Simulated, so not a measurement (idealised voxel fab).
Process module, titled voxel gate over fins
FYI the section here is cut, 300 nm wide, cells are 5 nm squares.
The cross-sections in this document take the form of a grid made of square cells. They are written out as bands, in order from top to bottom. Each band consists of one or more rows of cells. Band: top and bottom heights (nm) first, top before bottom; then materials from left to right, widths in nm. "full width" marks a sole material filling the band edge to edge. "empty" denotes empty space. Height reference: 0 = level under which incoming wafer is all one material. Lowest band: no bottom, runs on downward, e.g. "0 nm and below". The width entry "30..40" should be interpreted row by row: the top row of cells in the band takes the first number, the bottom row takes the second number, and the change between adjacent rows is uniform throughout. You'll sometimes find "no modification" written for a step, and that's the way of saying that nowhere in the cross-section did a cell change during that step. Empty spaces without an open route to the top, at least 8 cells in extent, make up the entry "Closed void inventory"; each is given as width x height at distance, where the distance is measured from the left edge, and all are in nm. Post-settings text on a step line: simulator's own remark regarding the step. overlay nm: mask right of planned place by this much (step with mask). Neg. = left.
THE FOLLOWING LIST GIVES THE PLANNED PROCESS STEPS
| 1 | RECEIVE,material Si |
| 2 | CONFORMAL_DEP,material SiN,thk nm 5 |
| 3 | MASKED_ETCH,tone cover,mask id FINS,width nm 15,pitch nm 40,etch materials SiN,depth nm 5,overlay nm 0 |
| 4 | MASKED_ETCH,tone cover,mask id FINS,width nm 15,pitch nm 40,etch materials Si,depth nm 40,overlay nm 0 |
| 5 | OXIDIZE,depth nm 5 |
| 6 | FILL_DEP,material SiO2,thk nm 15 |
| 7 | CMP,height nm 5 |
| 8 | SELECTIVE_ETCH,etch materials SiO2,depth nm 20 |
| 9 | STRIP,etch materials SiN |
| 10 | CONFORMAL_DEP,material HfO2,thk nm 5 |
| 11 | CONFORMAL_DEP,material TiN,thk nm 5 |
| 12 | FILL_DEP,material W,thk nm 15 |
| 13 | CMP,height nm 20 |
| 14 | CONFORMAL_DEP,material SiN,thk nm 5 |
SO THIS IS THE INCOMING WAFER IN CROSS-SECTION - IT'S ALREADY BEEN THROUGH STEP 1
	0 nm and below  Si full width
	Closed void inventory: none
END-OF-MODULE CROSS-SECTION OF THE FIRST OF TWO WAFERS, PROCESSED AS PLANNED
	25 nm to 20 nm  SiN full width
	20 nm to 10 nm  W full width
	10 nm to 5 nm  W 95 nm | TiN 25 nm | W 15 nm | TiN 25 nm | W 15 nm | TiN 25 nm | W 100 nm
	5 nm to 0 nm  W 95 nm | TiN 5 nm | HfO2 15 nm | TiN 5 nm | W 15 nm | TiN 5 nm | HfO2 15 nm | TiN 5 nm | W 15 nm | TiN 5 nm | HfO2 15 nm | TiN 5 nm | W 100 nm
	0 nm to -5 nm  W 95 nm | TiN 5 nm | HfO2 5 nm | Si 5 nm | HfO2 5 nm | TiN 5 nm | W 15 nm | TiN 5 nm | HfO2 5 nm | Si 5 nm | HfO2 5 nm | TiN 5 nm | W 15 nm | TiN 5 nm | HfO2 5 nm | Si 5 nm | HfO2 5 nm | TiN 5 nm | W 100 nm
	-5 nm to -10 nm  TiN 100 nm | HfO2 5 nm | Si 5 nm | HfO2 5 nm | TiN 25 nm | HfO2 5 nm | Si 5 nm | HfO2 5 nm | TiN 25 nm | HfO2 5 nm | Si 5 nm | HfO2 5 nm | TiN 105 nm
	-10 nm to -15 nm  HfO2 105 nm | Si 5 nm | HfO2 35 nm | Si 5 nm | HfO2 35 nm | Si 5 nm | HfO2 110 nm
	-15 nm to -45 nm  SiO2 105 nm | Si 5 nm | SiO2 35 nm | Si 5 nm | SiO2 35 nm | Si 5 nm | SiO2 110 nm
	-45 nm and below  Si full width
	Closed void inventory: none
SECOND WAFER THROUGH THE MODULE, SECTIONED AT THE END: SAME BEGINNING AND SAME PLAN AS THE FIRST WAFER, WITH ONE MISTAKE IN CARRYING IT OUT
	25 nm to 20 nm  SiN full width
	20 nm to 10 nm  W full width
	10 nm to 5 nm  W 95 nm | TiN 30 nm | W 10 nm | TiN 30 nm | W 10 nm | TiN 30 nm | W 95 nm
	5 nm to 0 nm  W 95 nm | TiN 5 nm | HfO2 20 nm | TiN 5 nm | W 10 nm | TiN 5 nm | HfO2 20 nm | TiN 5 nm | W 10 nm | TiN 5 nm | HfO2 20 nm | TiN 5 nm | W 95 nm
	0 nm to -5 nm  W 95 nm | TiN 5 nm | HfO2 5 nm | Si 10 nm | HfO2 5 nm | TiN 5 nm | W 10 nm | TiN 5 nm | HfO2 5 nm | Si 10 nm | HfO2 5 nm | TiN 5 nm | W 10 nm | TiN 5 nm | HfO2 5 nm | Si 10 nm | HfO2 5 nm | TiN 5 nm | W 95 nm
	-5 nm to -10 nm  TiN 100 nm | HfO2 5 nm | Si 10 nm | HfO2 5 nm | TiN 20 nm | HfO2 5 nm | Si 10 nm | HfO2 5 nm | TiN 20 nm | HfO2 5 nm | Si 10 nm | HfO2 5 nm | TiN 100 nm
	-10 nm to -15 nm  HfO2 105 nm | Si 10 nm | HfO2 30 nm | Si 10 nm | HfO2 30 nm | Si 10 nm | HfO2 105 nm
	-15 nm to -45 nm  SiO2 105 nm | Si 10 nm | SiO2 30 nm | Si 10 nm | SiO2 30 nm | Si 10 nm | SiO2 105 nm
	-45 nm and below  Si full width
	Closed void inventory: none
Misprocessing identified: not per plan at step 3, really ran MASKED_ETCH,tone cover,mask id FINS,width nm 20,pitch nm 40,etch materials SiN,depth nm 5,overlay nm 0
Per the end-of-run cell counts, the second wafer holds more or fewer of some materials than the first: 27 more of Si, 18 fewer of SiO2, 9 fewer of W
